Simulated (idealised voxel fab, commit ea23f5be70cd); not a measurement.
Herein follows the process module entitled voxel transistor to metal.
For reference, the cross-section in this document is cut, with width 270 nm and square cells of 5 nm.
Format of a cross-section: grid, square cells. Given as bands. Order: top down. Band: one or more rows of cells.
Quick guide to a band line: top height, bottom height (nm) up front; then every material left to right with its width in nm. Only one material and it's marked "all across"? Then it fills the band edge to edge. And "air" just means empty space.
Below 0: as-received wafer, all one material; heights counted from there. Lowest band: no bottom, goes on down, written "0..down".
With a width like "30 to 40", each row of cells in the band differs from the next by the same amount, the top row carrying the first number and the bottom row the second.
Given "nothing changed" for a step, no cell of the cross-section differs between before and after that step.
The entry "Listed closed voids" lists the empty spaces that cover at least 8 cells and have no open path to the top. Each is written as width x height at distance, where the distance is measured from the left edge and all three values are in nm.
On each step's line, the part that comes after the settings is the simulator's own comment on the step.
Among the settings permitted on a step's line is "overlay nm"; applied to a step with a mask, it specifies the extent to which the mask lay to the right of its planned position, whereas a negative figure signifies a position to the left.
Below is the list of planned process steps
| 1 | RECEIVE: material Si |
| 2 | CONFORMAL_DEP: material SiO2, thk nm 5 |
| 3 | CONFORMAL_DEP: material SiN, thk nm 15 |
| 4 | PATTERN: tone cover, mask id ACTIVE, material resist, width nm 100, pitch nm 130, thk nm 20, overlay nm 0 |
| 5 | DIRECTIONAL_ETCH: etch materials SiN, depth nm 15 |
| 6 | DIRECTIONAL_ETCH: etch materials SiO2, depth nm 5 |
| 7 | DIRECTIONAL_ETCH: etch materials Si, depth nm 30 |
| 8 | STRIP: etch materials resist |
| 9 | OXIDIZE: depth nm 5 |
| 10 | FILL_DEP: material SiO2, thk nm 5 |
| 11 | CMP: height nm 20 |
| 12 | SELECTIVE_ETCH: etch materials SiO2, depth nm 15 |
| 13 | STRIP: etch materials SiN |
| 14 | SELECTIVE_ETCH: etch materials SiO2, depth nm 5 |
| 15 | OXIDIZE: depth nm 5 |
| 16 | DIRECTIONAL_DEP: material polySi, thk nm 25 |
| 17 | DIRECTIONAL_DEP: material SiCN, thk nm 10 |
| 18 | MASKED_ETCH: tone cover, mask id GATE, width nm 20, pitch nm 130, etch materials SiCN, depth nm 20, overlay nm 0 |
| 19 | MASKED_ETCH: tone cover, mask id GATE, width nm 20, pitch nm 130, etch materials polySi, depth nm 35, overlay nm 0 |
| 20 | CONFORMAL_DEP: material SiO2, thk nm 5 |
| 21 | DIRECTIONAL_ETCH: etch materials SiO2, depth nm 5 |
| 22 | CONFORMAL_DEP: material SiN, thk nm 5 |
| 23 | DIRECTIONAL_ETCH: etch materials SiN, depth nm 5 |
| 24 | DIRECTIONAL_ETCH: etch materials SiO2, depth nm 5 |
| 25 | DIRECTIONAL_ETCH: etch materials Si, depth nm 15 |
| 26 | EPI: material pSi, thk nm 20 |
| 27 | FILL_DEP: material SiO2, thk nm 5 |
| 28 | CMP: height nm 35 |
| 29 | DIRECTIONAL_DEP: material SiO2, thk nm 15 |
| 30 | MASKED_ETCH: tone open, mask id CONTACT, width nm 15, etch materials SiO2, depth nm 50, overlay nm 0 |
| 31 | CONFORMAL_DEP: material TiN, thk nm 5 |
| 32 | FILL_DEP: material Ru, thk nm 10 |
| 33 | CMP: height nm 50 |
| 34 | CONFORMAL_DEP: material SiN, thk nm 5 |
| 35 | DIRECTIONAL_DEP: material lowk, thk nm 15 |
| 36 | PATTERN: tone open, mask id METAL_1, material resist, width nm 15, thk nm 20, overlay nm 0 |
| 37 | DIRECTIONAL_ETCH: etch materials lowk, depth nm 15 |
| 38 | DIRECTIONAL_ETCH: etch materials SiN, depth nm 5 |
| 39 | STRIP: etch materials resist |
| 40 | CONFORMAL_DEP: material TiN, thk nm 5 |
| 41 | FILL_DEP: material W, thk nm 5 |
| 42 | CMP: height nm 70 |
| 43 | EPI: material Ru, thk nm 5 |
| 44 | FILL_DEP: material SiCN, thk nm 5 |
Shown in cross-section is the wafer as received, that is, as it stands after step 1
    0..down = Si all across
    Listed closed voids: none
The module was run from the start shown above using the plan shown above, but one mistake was made doing it; the resulting wafer cross-section is below
    80..75 = SiCN all across
    75..70 = SiCN 20, then Ru 25, then SiCN 50, then Ru 25, then SiCN 30, then Ru 25, then SiCN 50, then Ru 25, then SiCN 20
    70..55 = lowk 25, then TiN 5, then W 5, then TiN 5, then lowk 60, then TiN 5, then W 5, then TiN 5, then lowk 40, then TiN 5, then W 5, then TiN 5, then lowk 60, then TiN 5, then W 5, then TiN 5, then lowk 25
    55..50 = SiN 25, then TiN 15, then SiN 60, then TiN 15, then SiN 40, then TiN 15, then SiN 60, then TiN 15, then SiN 25
    50..35 = SiO2 25, then TiN 5, then Ru 5, then TiN 5, then SiO2 60, then TiN 5, then Ru 5, then TiN 5, then SiO2 40, then TiN 5, then Ru 5, then TiN 5, then SiO2 60, then TiN 5, then Ru 5, then TiN 5, then SiO2 25
    35..25 = SiO2 25, then TiN 5, then Ru 5, then TiN 5, then SiO2 10, then SiN 5, then SiO2 5, then SiCN 20, then SiO2 5, then SiN 5, then SiO2 10, then TiN 5, then Ru 5, then TiN 5, then SiO2 40, then TiN 5, then Ru 5, then TiN 5, then SiO2 10, then SiN 5, then SiO2 5, then SiCN 20, then SiO2 5, then SiN 5, then SiO2 10, then TiN 5, then Ru 5, then TiN 5, then SiO2 25
    25..20 = SiO2 25, then TiN 5, then Ru 5, then TiN 5, then SiO2 10, then SiN 5, then SiO2 5, then polySi 20, then SiO2 5, then SiN 5, then SiO2 10, then TiN 5, then Ru 5, then TiN 5, then SiO2 40, then TiN 5, then Ru 5, then TiN 5, then SiO2 10, then SiN 5, then SiO2 5, then polySi 20, then SiO2 5, then SiN 5, then SiO2 10, then TiN 5, then Ru 5, then TiN 5, then SiO2 25
    20..15 = SiO2 25, then TiN 15, then SiO2 10, then SiN 5, then SiO2 5, then polySi 20, then SiO2 5, then SiN 5, then SiO2 10, then TiN 15, then SiO2 40, then TiN 15, then SiO2 10, then SiN 5, then SiO2 5, then polySi 20, then SiO2 5, then SiN 5, then SiO2 10, then TiN 15, then SiO2 25
    15..0 = SiO2 30, then pSi 20, then SiN 5, then SiO2 5, then polySi 20, then SiO2 5, then SiN 5, then pSi 20, then SiO2 50, then pSi 20, then SiN 5, then SiO2 5, then polySi 20, then SiO2 5, then SiN 5, then pSi 20, then SiO2 30
    0..-5 = SiO2 20, then pSi 30, then SiO2 40, then pSi 30, then SiO2 30, then pSi 30, then SiO2 40, then pSi 30, then SiO2 20
    -5..-20 = SiO2 25, then pSi 25, then Si 40, then pSi 25, then SiO2 40, then pSi 25, then Si 40, then pSi 25, then SiO2 25
    -20..-35 = SiO2 25, then Si 90, then SiO2 40, then Si 90, then SiO2 25
    -35..down = Si all across
    Listed closed voids: none
Which mistake was made when the wafer was run? step 29 of the plan was executed twice over
